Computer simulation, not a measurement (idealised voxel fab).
process module | voxel ribs on slabs
The cross-section on display is named cut; it measures 270 nm wide, and its cells are 5 nm squares.
Reading order for cross-sections: top band down to bottom band. Underlying form: a grid of square cells. Band size: one or more rows of cells. Within each band entry, the heights of the top and of the bottom of the band appear first, in that order and in nm; the materials of the band then follow from left to right, each with its corresponding width in nm. The designation "throughout" on a single material indicates that it fills the band from edge to edge; the designation "blank" indicates empty space. Height reference: 0 = level under which incoming wafer is all one material. Lowest band: no bottom, runs on downward, e.g. "0 nm and below". So if you see something like "30->40" for the width, read it as the top row of the band sitting at the first number and the bottom row at the second, with every row in between moving by the same amount as the last. "no change" means the step left every cell of the cross-section as it was. Under "Cavities, sealed" you'll find the enclosed gaps, the ones with no way out to the top, that are 8 cells or bigger; each reads width x height at distance, with distance counted from the left edge, everything in nm. Formally, on a step line, whatever follows the settings is a remark that the simulator itself makes on the step. "overlay nm" denotes, for a step that has a mask, the displacement of the mask to the right of its planned place, with negative values corresponding to the left. Everything after this point is organized in pairs: a cross-section before one process step, a cross-section after it that shows only as deep as the lowest changed band, and, under the pair, the intervening step with its settings. Because different runs of this module on the same starting wafer can supply different pairs, a pair continues from the pair above it only if its entry headed "Before processing step" says so.
Before processing step:
- 0 nm and below | Si throughout
- Cavities, sealed: none
Post-Process View:
- 30 nm to 0 nm | SiO2 throughout
- Anything lower than 0 is untouched.
- Cavities, sealed: none
The step occurring between the two cross-sections depicted above is identified as op DIRECTIONAL_DEP | material SiO2 | thk nm 30
Before processing step: per the after cross-section of the pair just above.
Post-Process View:
- 45 nm to 30 nm | polySi throughout
- Anything lower than 30 is untouched.
- Cavities, sealed: none
The step occurring between the two cross-sections depicted above is identified as op DIRECTIONAL_DEP | material polySi | thk nm 15
Before processing step: per the after cross-section of the pair just above.
Post-Process View:
- 45 nm to 35 nm | blank: 120; polySi: 30; blank: 120
- Anything lower than 35 is untouched.
- Cavities, sealed: none
The step occurring between the two cross-sections depicted above is identified as op MASKED_ETCH | tone cover | mask id RIB | width nm 30 | etch materials polySi | depth nm 10 | overlay nm 0
Before processing step: per the after cross-section of the pair just above.
Post-Process View:
- 45 nm to 35 nm | blank: 120; polySi: 30; blank: 120
- 35 nm to 30 nm | blank: 105; polySi: 60; blank: 105
- Anything lower than 30 is untouched.
- Cavities, sealed: none
The step occurring between the two cross-sections depicted above is identified as op MASKED_ETCH | tone cover | mask id SLAB | width nm 60 | etch materials polySi | depth nm 5 | overlay nm 0
Before processing step: per the after cross-section of the pair just above.
Post-Process View:
- 70 nm to 45 nm | SiO2 throughout
- 45 nm to 35 nm | SiO2: 120; polySi: 30; SiO2: 120
- 35 nm to 30 nm | SiO2: 105; polySi: 60; SiO2: 105
- Anything lower than 30 is untouched.
- Cavities, sealed: none
The step occurring between the two cross-sections depicted above is identified as op FILL_DEP | material SiO2 | thk nm 25
Before processing step: per the after cross-section of the pair just above.
Post-Process View:
- 60 nm to 45 nm | SiO2 throughout
- Anything lower than 45 is untouched.
- Cavities, sealed: none
The step occurring between the two cross-sections depicted above is identified as op CMP | height nm 60
Before processing step: per the after cross-section of the pair just above.
Post-Process View:
- 70 nm to 60 nm | W throughout
- Anything lower than 60 is untouched.
- Cavities, sealed: none
The step occurring between the two cross-sections depicted above is identified as op DIRECTIONAL_DEP | material W | thk nm 10
Before processing step: per the after cross-section of the pair just above.
Post-Process View:
- 90 nm to 70 nm | blank: 115; resist: 40; blank: 115
- Anything lower than 70 is untouched.
- Cavities, sealed: none
The step occurring between the two cross-sections depicted above is identified as op PATTERN | tone cover | mask id HEATER | material resist | width nm 40 | thk nm 20 | overlay nm 0
Before processing step: per the after cross-section of the pair just above.
Post-Process View:
- 90 nm to 70 nm | blank: 115; resist: 40; blank: 115
- 70 nm to 60 nm | blank: 115; W: 40; blank: 115
- Anything lower than 60 is untouched.
- Cavities, sealed: none
The step occurring between the two cross-sections depicted above is identified as op DIRECTIONAL_ETCH | etch materials W | depth nm 10
Before processing step: per the after cross-section of the pair just above.
Post-Process View:
- 70 nm to 60 nm | blank: 115; W: 40; blank: 115
- Anything lower than 60 is untouched.
- Cavities, sealed: none
The step occurring between the two cross-sections depicted above is identified as op STRIP | etch materials resist
Before processing step: per the after cross-section of the pair just above.
Post-Process View:
- 75 nm to 70 nm | blank: 110; SiN: 50; blank: 110
- 70 nm to 65 nm | blank: 110; SiN: 5; W: 40; SiN: 5; blank: 110
- 65 nm to 60 nm | SiN: 115; W: 40; SiN: 115
- Anything lower than 60 is untouched.
- Cavities, sealed: none
The step occurring between the two cross-sections depicted above is identified as op CONFORMAL_DEP | material SiN | thk nm 5
Before processing step:
- 45 nm to 30 nm | polySi throughout
- 30 nm to 0 nm | SiO2 throughout
- 0 nm and below | Si throughout
- Cavities, sealed: none
Post-Process View:
- 60 nm to 30 nm | polySi throughout
- Anything lower than 30 is untouched.
- Cavities, sealed: none
The step occurring between the two cross-sections depicted above is identified as op DIRECTIONAL_DEP | material polySi | thk nm 15
Before processing step: per the after cross-section of the pair just above.
Post-Process View:
- 60 nm to 50 nm | blank: 120; polySi: 30; blank: 120
- Anything lower than 50 is untouched.
- Cavities, sealed: none
The step occurring between the two cross-sections depicted above is identified as op MASKED_ETCH | tone cover | mask id RIB | width nm 30 | etch materials polySi | depth nm 10 | overlay nm 0
Before processing step: per the after cross-section of the pair just above.
Post-Process View:
- 60 nm to 50 nm | blank: 120; polySi: 30; blank: 120
- 50 nm to 45 nm | blank: 105; polySi: 60; blank: 105
- Anything lower than 45 is untouched.
- Cavities, sealed: none
The step occurring between the two cross-sections depicted above is identified as op MASKED_ETCH | tone cover | mask id SLAB | width nm 60 | etch materials polySi | depth nm 5 | overlay nm 0
Before processing step: per the after cross-section of the pair just above.
Post-Process View:
- 85 nm to 60 nm | SiO2 throughout
- 60 nm to 50 nm | SiO2: 120; polySi: 30; SiO2: 120
- 50 nm to 45 nm | SiO2: 105; polySi: 60; SiO2: 105
- Anything lower than 45 is untouched.
- Cavities, sealed: none
The step occurring between the two cross-sections depicted above is identified as op FILL_DEP | material SiO2 | thk nm 25
Before processing step: per the after cross-section of the pair just above.
Post-Process View:
- 60 nm to 50 nm | SiO2: 120; polySi: 30; SiO2: 120
- Anything lower than 50 is untouched.
- Cavities, sealed: none
The step occurring between the two cross-sections depicted above is identified as op CMP | height nm 60
Before processing step: per the after cross-section of the pair just above.
Post-Process View:
- 70 nm to 60 nm | W throughout
- Anything lower than 60 is untouched.
- Cavities, sealed: none
The step occurring between the two cross-sections depicted above is identified as op DIRECTIONAL_DEP | material W | thk nm 10
Before processing step: per the after cross-section of the pair just above.
Post-Process View:
- 90 nm to 70 nm | blank: 115; resist: 40; blank: 115
- Anything lower than 70 is untouched.
- Cavities, sealed: none
The step occurring between the two cross-sections depicted above is identified as op PATTERN | tone cover | mask id HEATER | material resist | width nm 40 | thk nm 20 | overlay nm 0
Before processing step: per the after cross-section of the pair just above.
Post-Process View:
- 90 nm to 70 nm | blank: 115; resist: 40; blank: 115
- 70 nm to 60 nm | blank: 115; W: 40; blank: 115
- Anything lower than 60 is untouched.
- Cavities, sealed: none
The step occurring between the two cross-sections depicted above is identified as op DIRECTIONAL_ETCH | etch materials W | depth nm 10
Before processing step: per the after cross-section of the pair just above.
Post-Process View:
- 70 nm to 60 nm | blank: 115; W: 40; blank: 115
- Anything lower than 60 is untouched.
- Cavities, sealed: none
The step occurring between the two cross-sections depicted above is identified as op STRIP | etch materials resist
Before processing step: per the after cross-section of the pair just above.
Post-Process View:
- 75 nm to 70 nm | blank: 110; SiN: 50; blank: 110
- 70 nm to 65 nm | blank: 110; SiN: 5; W: 40; SiN: 5; blank: 110
- 65 nm to 60 nm | SiN: 115; W: 40; SiN: 115
- Anything lower than 60 is untouched.
- Cavities, sealed: none
The step occurring between the two cross-sections depicted above is identified as op CONFORMAL_DEP | material SiN | thk nm 5
Before processing step:
- 0 nm and below | Si throughout
- Cavities, sealed: none
Post-Process View:
- 15 nm to 0 nm | polySi throughout
- Anything lower than 0 is untouched.
- Cavities, sealed: none
The step occurring between the two cross-sections depicted above is identified as op DIRECTIONAL_DEP | material polySi | thk nm 15
Before processing step: per the after cross-section of the pair just above.
Post-Process View:
- 45 nm to 15 nm | SiO2 throughout
- Anything lower than 15 is untouched.
- Cavities, sealed: none
The step occurring between the two cross-sections depicted above is identified as op DIRECTIONAL_DEP | material SiO2 | thk nm 30
Before processing step: per the after cross-section of the pair just above.
Post-Process View:
- 70 nm to 15 nm | SiO2 throughout
- Anything lower than 15 is untouched.
- Cavities, sealed: none
The step occurring between the two cross-sections depicted above is identified as op FILL_DEP | material SiO2 | thk nm 25
Before processing step: per the after cross-section of the pair just above.
Post-Process View:
- 60 nm to 15 nm | SiO2 throughout
- Anything lower than 15 is untouched.
- Cavities, sealed: none
The step occurring between the two cross-sections depicted above is identified as op CMP | height nm 60
Before processing step: per the after cross-section of the pair just above.
Post-Process View:
- 70 nm to 60 nm | W throughout
- Anything lower than 60 is untouched.
- Cavities, sealed: none
The step occurring between the two cross-sections depicted above is identified as op DIRECTIONAL_DEP | material W | thk nm 10
Before processing step: per the after cross-section of the pair just above.
Post-Process View:
- 90 nm to 70 nm | blank: 115; resist: 40; blank: 115
- Anything lower than 70 is untouched.
- Cavities, sealed: none
The step occurring between the two cross-sections depicted above is identified as op PATTERN | tone cover | mask id HEATER | material resist | width nm 40 | thk nm 20 | overlay nm 0
Before processing step: per the after cross-section of the pair just above.
Post-Process View:
- 90 nm to 70 nm | blank: 115; resist: 40; blank: 115
- 70 nm to 60 nm | blank: 115; W: 40; blank: 115
- Anything lower than 60 is untouched.
- Cavities, sealed: none
The step occurring between the two cross-sections depicted above is identified as op DIRECTIONAL_ETCH | etch materials W | depth nm 10
Before processing step: per the after cross-section of the pair just above.
Post-Process View:
- 70 nm to 60 nm | blank: 115; W: 40; blank: 115
- Anything lower than 60 is untouched.
- Cavities, sealed: none
The step occurring between the two cross-sections depicted above is identified as op STRIP | etch materials resist
Before processing step: per the after cross-section of the pair just above.
Post-Process View:
- 75 nm to 70 nm | blank: 110; SiN: 50; blank: 110
- 70 nm to 65 nm | blank: 110; SiN: 5; W: 40; SiN: 5; blank: 110
- 65 nm to 60 nm | SiN: 115; W: 40; SiN: 115
- Anything lower than 60 is untouched.
- Cavities, sealed: none
The step occurring between the two cross-sections depicted above is identified as op CONFORMAL_DEP | material SiN | thk nm 5
Before processing step:
- 30 nm to 0 nm | SiO2 throughout
- 0 nm and below | Si throughout
- Cavities, sealed: none
Post-Process View:
- 50 nm to 30 nm | polySi throughout
- Anything lower than 30 is untouched.
- Cavities, sealed: none
The step occurring between the two cross-sections depicted above is identified as op DIRECTIONAL_DEP | material polySi | thk nm 20
Before processing step: per the after cross-section of the pair just above.
Post-Process View:
- 50 nm to 40 nm | blank: 120; polySi: 30; blank: 120
- Anything lower than 40 is untouched.
- Cavities, sealed: none
The step occurring between the two cross-sections depicted above is identified as op MASKED_ETCH | tone cover | mask id RIB | width nm 30 | etch materials polySi | depth nm 10 | overlay nm 0
Before processing step: per the after cross-section of the pair just above.
Post-Process View:
- 50 nm to 40 nm | blank: 120; polySi: 30; blank: 120
- 40 nm to 35 nm | blank: 105; polySi: 60; blank: 105
- Anything lower than 35 is untouched.
- Cavities, sealed: none
The step occurring between the two cross-sections depicted above is identified as op MASKED_ETCH | tone cover | mask id SLAB | width nm 60 | etch materials polySi | depth nm 5 | overlay nm 0
Before processing step: per the after cross-section of the pair just above.
Post-Process View:
- 75 nm to 50 nm | SiO2 throughout
- 50 nm to 40 nm | SiO2: 120; polySi: 30; SiO2: 120
- 40 nm to 35 nm | SiO2: 105; polySi: 60; SiO2: 105
- Anything lower than 35 is untouched.
- Cavities, sealed: none
The step occurring between the two cross-sections depicted above is identified as op FILL_DEP | material SiO2 | thk nm 25
Before processing step: per the after cross-section of the pair just above.
Post-Process View:
- 60 nm to 50 nm | SiO2 throughout
- Anything lower than 50 is untouched.
- Cavities, sealed: none
The step occurring between the two cross-sections depicted above is identified as op CMP | height nm 60
Before processing step: per the after cross-section of the pair just above.
Post-Process View:
- 70 nm to 60 nm | W throughout
- Anything lower than 60 is untouched.
- Cavities, sealed: none
The step occurring between the two cross-sections depicted above is identified as op DIRECTIONAL_DEP | material W | thk nm 10
Before processing step: per the after cross-section of the pair just above.
Post-Process View:
- 90 nm to 70 nm | blank: 115; resist: 40; blank: 115
- Anything lower than 70 is untouched.
- Cavities, sealed: none
The step occurring between the two cross-sections depicted above is identified as op PATTERN | tone cover | mask id HEATER | material resist | width nm 40 | thk nm 20 | overlay nm 0
Before processing step: per the after cross-section of the pair just above.
Post-Process View:
- 90 nm to 70 nm | blank: 115; resist: 40; blank: 115
- 70 nm to 60 nm | blank: 115; W: 40; blank: 115
- Anything lower than 60 is untouched.
- Cavities, sealed: none
The step occurring between the two cross-sections depicted above is identified as op DIRECTIONAL_ETCH | etch materials W | depth nm 10
Before processing step: per the after cross-section of the pair just above.
Post-Process View:
- 70 nm to 60 nm | blank: 115; W: 40; blank: 115
- Anything lower than 60 is untouched.
- Cavities, sealed: none
The step occurring between the two cross-sections depicted above is identified as op STRIP | etch materials resist
Before processing step: per the after cross-section of the pair just above.
Post-Process View:
- 75 nm to 70 nm | blank: 110; SiN: 50; blank: 110
- 70 nm to 65 nm | blank: 110; SiN: 5; W: 40; SiN: 5; blank: 110
- 65 nm to 60 nm | SiN: 115; W: 40; SiN: 115
- Anything lower than 60 is untouched.
- Cavities, sealed: none
The step occurring between the two cross-sections depicted above is identified as op CONFORMAL_DEP | material SiN | thk nm 5
Before processing step:
- 45 nm to 30 nm | polySi throughout
- 30 nm to 0 nm | SiO2 throughout
- 0 nm and below | Si throughout
- Cavities, sealed: none
Post-Process View:
- 45 nm to 35 nm | blank: 125; polySi: 25; blank: 120
- Anything lower than 35 is untouched.
- Cavities, sealed: none
The step occurring between the two cross-sections depicted above is identified as op MASKED_ETCH | tone cover | mask id RIB | width nm 25 | etch materials polySi | depth nm 10 | overlay nm 0
Before processing step: per the after cross-section of the pair just above.
Post-Process View:
- 45 nm to 35 nm | blank: 125; polySi: 25; blank: 120
- 35 nm to 30 nm | blank: 105; polySi: 60; blank: 105
- Anything lower than 30 is untouched.
- Cavities, sealed: none
The step occurring between the two cross-sections depicted above is identified as op MASKED_ETCH | tone cover | mask id SLAB | width nm 60 | etch materials polySi | depth nm 5 | overlay nm 0
Before processing step: per the after cross-section of the pair just above.
Post-Process View:
- 70 nm to 45 nm | SiO2 throughout
- 45 nm to 35 nm | SiO2: 125; polySi: 25; SiO2: 120
- 35 nm to 30 nm | SiO2: 105; polySi: 60; SiO2: 105
- Anything lower than 30 is untouched.
- Cavities, sealed: none
The step occurring between the two cross-sections depicted above is identified as op FILL_DEP | material SiO2 | thk nm 25
Before processing step: per the after cross-section of the pair just above.
Post-Process View:
- 60 nm to 45 nm | SiO2 throughout
- Anything lower than 45 is untouched.
- Cavities, sealed: none
The step occurring between the two cross-sections depicted above is identified as op CMP | height nm 60
Before processing step: per the after cross-section of the pair just above.
Post-Process View:
- 70 nm to 60 nm | W throughout
- Anything lower than 60 is untouched.
- Cavities, sealed: none
The step occurring between the two cross-sections depicted above is identified as op DIRECTIONAL_DEP | material W | thk nm 10
Before processing step: per the after cross-section of the pair just above.
Post-Process View:
- 90 nm to 70 nm | blank: 115; resist: 40; blank: 115
- Anything lower than 70 is untouched.
- Cavities, sealed: none
The step occurring between the two cross-sections depicted above is identified as op PATTERN | tone cover | mask id HEATER | material resist | width nm 40 | thk nm 20 | overlay nm 0
Before processing step: per the after cross-section of the pair just above.
Post-Process View:
- 90 nm to 70 nm | blank: 115; resist: 40; blank: 115
- 70 nm to 60 nm | blank: 115; W: 40; blank: 115
- Anything lower than 60 is untouched.
- Cavities, sealed: none
The step occurring between the two cross-sections depicted above is identified as op DIRECTIONAL_ETCH | etch materials W | depth nm 10
Before processing step: per the after cross-section of the pair just above.
Post-Process View:
- 70 nm to 60 nm | blank: 115; W: 40; blank: 115
- Anything lower than 60 is untouched.
- Cavities, sealed: none
The step occurring between the two cross-sections depicted above is identified as op STRIP | etch materials resist
Before processing step: per the after cross-section of the pair just above.
Post-Process View:
- 75 nm to 70 nm | blank: 110; SiN: 50; blank: 110
- 70 nm to 65 nm | blank: 110; SiN: 5; W: 40; SiN: 5; blank: 110
- 65 nm to 60 nm | SiN: 115; W: 40; SiN: 115
- Anything lower than 60 is untouched.
- Cavities, sealed: none
The step occurring between the two cross-sections depicted above is identified as op CONFORMAL_DEP | material SiN | thk nm 5
Before processing step:
- 45 nm to 30 nm | polySi throughout
- 30 nm to 0 nm | SiO2 throughout
- 0 nm and below | Si throughout
- Cavities, sealed: none
Post-Process View:
- 45 nm to 35 nm | blank: 125; polySi: 30; blank: 115
- Anything lower than 35 is untouched.
- Cavities, sealed: none
The step occurring between the two cross-sections depicted above is identified as op MASKED_ETCH | tone cover | mask id RIB | width nm 30 | etch materials polySi | depth nm 10 | overlay nm 5
Before processing step: per the after cross-section of the pair just above.
Post-Process View:
- 45 nm to 35 nm | blank: 125; polySi: 30; blank: 115
- 35 nm to 30 nm | blank: 105; polySi: 60; blank: 105
- Anything lower than 30 is untouched.
- Cavities, sealed: none
The step occurring between the two cross-sections depicted above is identified as op MASKED_ETCH | tone cover | mask id SLAB | width nm 60 | etch materials polySi | depth nm 5 | overlay nm 0
Before processing step: per the after cross-section of the pair just above.
Post-Process View:
- 70 nm to 45 nm | SiO2 throughout
- 45 nm to 35 nm | SiO2: 125; polySi: 30; SiO2: 115
- 35 nm to 30 nm | SiO2: 105; polySi: 60; SiO2: 105
- Anything lower than 30 is untouched.
- Cavities, sealed: none
The step occurring between the two cross-sections depicted above is identified as op FILL_DEP | material SiO2 | thk nm 25
Before processing step: per the after cross-section of the pair just above.
Post-Process View:
- 60 nm to 45 nm | SiO2 throughout
- Anything lower than 45 is untouched.
- Cavities, sealed: none
The step occurring between the two cross-sections depicted above is identified as op CMP | height nm 60
Before processing step: per the after cross-section of the pair just above.
Post-Process View:
- 70 nm to 60 nm | W throughout
- Anything lower than 60 is untouched.
- Cavities, sealed: none
The step occurring between the two cross-sections depicted above is identified as op DIRECTIONAL_DEP | material W | thk nm 10
Before processing step: per the after cross-section of the pair just above.
Post-Process View:
- 90 nm to 70 nm | blank: 115; resist: 40; blank: 115
- Anything lower than 70 is untouched.
- Cavities, sealed: none
The step occurring between the two cross-sections depicted above is identified as op PATTERN | tone cover | mask id HEATER | material resist | width nm 40 | thk nm 20 | overlay nm 0
Before processing step: per the after cross-section of the pair just above.
Post-Process View:
- 90 nm to 70 nm | blank: 115; resist: 40; blank: 115
- 70 nm to 60 nm | blank: 115; W: 40; blank: 115
- Anything lower than 60 is untouched.
- Cavities, sealed: none
The step occurring between the two cross-sections depicted above is identified as op DIRECTIONAL_ETCH | etch materials W | depth nm 10
Before processing step: per the after cross-section of the pair just above.
Post-Process View:
- 70 nm to 60 nm | blank: 115; W: 40; blank: 115
- Anything lower than 60 is untouched.
- Cavities, sealed: none
The step occurring between the two cross-sections depicted above is identified as op STRIP | etch materials resist
Before processing step: per the after cross-section of the pair just above.
Post-Process View:
- 75 nm to 70 nm | blank: 110; SiN: 50; blank: 110
- 70 nm to 65 nm | blank: 110; SiN: 5; W: 40; SiN: 5; blank: 110
- 65 nm to 60 nm | SiN: 115; W: 40; SiN: 115
- Anything lower than 60 is untouched.
- Cavities, sealed: none
The step occurring between the two cross-sections depicted above is identified as op CONFORMAL_DEP | material SiN | thk nm 5
Before processing step:
- 0 nm and below | Si throughout
- Cavities, sealed: none
Post-Process View:
- 30 nm to 0 nm | W throughout
- Anything lower than 0 is untouched.
- Cavities, sealed: none
The step occurring between the two cross-sections depicted above is identified as op DIRECTIONAL_DEP | material W | thk nm 30
Before processing step: per the after cross-section of the pair just above.
Post-Process View:
- 45 nm to 30 nm | polySi throughout
- Anything lower than 30 is untouched.
- Cavities, sealed: none
The step occurring between the two cross-sections depicted above is identified as op DIRECTIONAL_DEP | material polySi | thk nm 15
Before processing step: per the after cross-section of the pair just above.
Post-Process View:
- 45 nm to 35 nm | blank: 120; polySi: 30; blank: 120
- Anything lower than 35 is untouched.
- Cavities, sealed: none
The step occurring between the two cross-sections depicted above is identified as op MASKED_ETCH | tone cover | mask id RIB | width nm 30 | etch materials polySi | depth nm 10 | overlay nm 0
Before processing step: per the after cross-section of the pair just above.
Post-Process View:
- 45 nm to 35 nm | blank: 120; polySi: 30; blank: 120
- 35 nm to 30 nm | blank: 105; polySi: 60; blank: 105
- Anything lower than 30 is untouched.
- Cavities, sealed: none
The step occurring between the two cross-sections depicted above is identified as op MASKED_ETCH | tone cover | mask id SLAB | width nm 60 | etch materials polySi | depth nm 5 | overlay nm 0
Before processing step: per the after cross-section of the pair just above.
Post-Process View:
- 70 nm to 45 nm | SiO2 throughout
- 45 nm to 35 nm | SiO2: 120; polySi: 30; SiO2: 120
- 35 nm to 30 nm | SiO2: 105; polySi: 60; SiO2: 105
- Anything lower than 30 is untouched.
- Cavities, sealed: none
The step occurring between the two cross-sections depicted above is identified as op FILL_DEP | material SiO2 | thk nm 25
Before processing step: per the after cross-section of the pair just above.
Post-Process View:
- 60 nm to 45 nm | SiO2 throughout
- Anything lower than 45 is untouched.
- Cavities, sealed: none
The step occurring between the two cross-sections depicted above is identified as op CMP | height nm 60
Before processing step: per the after cross-section of the pair just above.
Post-Process View:
- 70 nm to 60 nm | W throughout
- Anything lower than 60 is untouched.
- Cavities, sealed: none
The step occurring between the two cross-sections depicted above is identified as op DIRECTIONAL_DEP | material W | thk nm 10
Before processing step: per the after cross-section of the pair just above.
Post-Process View:
- 90 nm to 70 nm | blank: 115; resist: 40; blank: 115
- Anything lower than 70 is untouched.
- Cavities, sealed: none
The step occurring between the two cross-sections depicted above is identified as op PATTERN | tone cover | mask id HEATER | material resist | width nm 40 | thk nm 20 | overlay nm 0
Before processing step: per the after cross-section of the pair just above.
Post-Process View:
- 90 nm to 70 nm | blank: 115; resist: 40; blank: 115
- 70 nm to 60 nm | blank: 115; W: 40; blank: 115
- Anything lower than 60 is untouched.
- Cavities, sealed: none
The step occurring between the two cross-sections depicted above is identified as op DIRECTIONAL_ETCH | etch materials W | depth nm 10
Before processing step: per the after cross-section of the pair just above.
Post-Process View:
- 70 nm to 60 nm | blank: 115; W: 40; blank: 115
- Anything lower than 60 is untouched.
- Cavities, sealed: none
The step occurring between the two cross-sections depicted above is identified as op STRIP | etch materials resist
Before processing step: per the after cross-section of the pair just above.
Post-Process View:
- 75 nm to 70 nm | blank: 110; SiN: 50; blank: 110
- 70 nm to 65 nm | blank: 110; SiN: 5; W: 40; SiN: 5; blank: 110
- 65 nm to 60 nm | SiN: 115; W: 40; SiN: 115
- Anything lower than 60 is untouched.
- Cavities, sealed: none
The step occurring between the two cross-sections depicted above is identified as op CONFORMAL_DEP | material SiN | thk nm 5
Before processing step:
- 45 nm to 30 nm | polySi throughout
- 30 nm to 0 nm | SiO2 throughout
- 0 nm and below | Si throughout
- Cavities, sealed: none
Post-Process View:
- 45 nm to 35 nm | polySi: 120; blank: 30; polySi: 120
- Anything lower than 35 is untouched.
- Cavities, sealed: none
The step occurring between the two cross-sections depicted above is identified as op MASKED_ETCH | tone open | mask id RIB | width nm 30 | etch materials polySi | depth nm 10 | overlay nm 0
Before processing step: per the after cross-section of the pair just above.
Post-Process View:
- 45 nm to 40 nm | blank: 105; polySi: 15; blank: 30; polySi: 15; blank: 105
- Anything lower than 40 is untouched.
- Cavities, sealed: none
The step occurring between the two cross-sections depicted above is identified as op MASKED_ETCH | tone cover | mask id SLAB | width nm 60 | etch materials polySi | depth nm 5 | overlay nm 0
Before processing step: per the after cross-section of the pair just above.
Post-Process View:
- 70 nm to 45 nm | SiO2 throughout
- 45 nm to 40 nm | SiO2: 105; polySi: 15; SiO2: 30; polySi: 15; SiO2: 105
- 40 nm to 35 nm | polySi: 120; SiO2: 30; polySi: 120
- Anything lower than 35 is untouched.
- Cavities, sealed: none
The step occurring between the two cross-sections depicted above is identified as op FILL_DEP | material SiO2 | thk nm 25
Before processing step: per the after cross-section of the pair just above.
Post-Process View:
- 60 nm to 45 nm | SiO2 throughout
- Anything lower than 45 is untouched.
- Cavities, sealed: none
The step occurring between the two cross-sections depicted above is identified as op CMP | height nm 60
Before processing step: per the after cross-section of the pair just above.
Post-Process View:
- 70 nm to 60 nm | W throughout
- Anything lower than 60 is untouched.
- Cavities, sealed: none
The step occurring between the two cross-sections depicted above is identified as op DIRECTIONAL_DEP | material W | thk nm 10
Before processing step: per the after cross-section of the pair just above.
Post-Process View:
- 90 nm to 70 nm | blank: 115; resist: 40; blank: 115
- Anything lower than 70 is untouched.
- Cavities, sealed: none
The step occurring between the two cross-sections depicted above is identified as op PATTERN | tone cover | mask id HEATER | material resist | width nm 40 | thk nm 20 | overlay nm 0
Before processing step: per the after cross-section of the pair just above.
Post-Process View:
- 90 nm to 70 nm | blank: 115; resist: 40; blank: 115
- 70 nm to 60 nm | blank: 115; W: 40; blank: 115
- Anything lower than 60 is untouched.
- Cavities, sealed: none
The step occurring between the two cross-sections depicted above is identified as op DIRECTIONAL_ETCH | etch materials W | depth nm 10
Before processing step: per the after cross-section of the pair just above.
Post-Process View:
- 70 nm to 60 nm | blank: 115; W: 40; blank: 115
- Anything lower than 60 is untouched.
- Cavities, sealed: none
The step occurring between the two cross-sections depicted above is identified as op STRIP | etch materials resist
Before processing step: per the after cross-section of the pair just above.
Post-Process View:
- 75 nm to 70 nm | blank: 110; SiN: 50; blank: 110
- 70 nm to 65 nm | blank: 110; SiN: 5; W: 40; SiN: 5; blank: 110
- 65 nm to 60 nm | SiN: 115; W: 40; SiN: 115
- Anything lower than 60 is untouched.
- Cavities, sealed: none
The step occurring between the two cross-sections depicted above is identified as op CONFORMAL_DEP | material SiN | thk nm 5
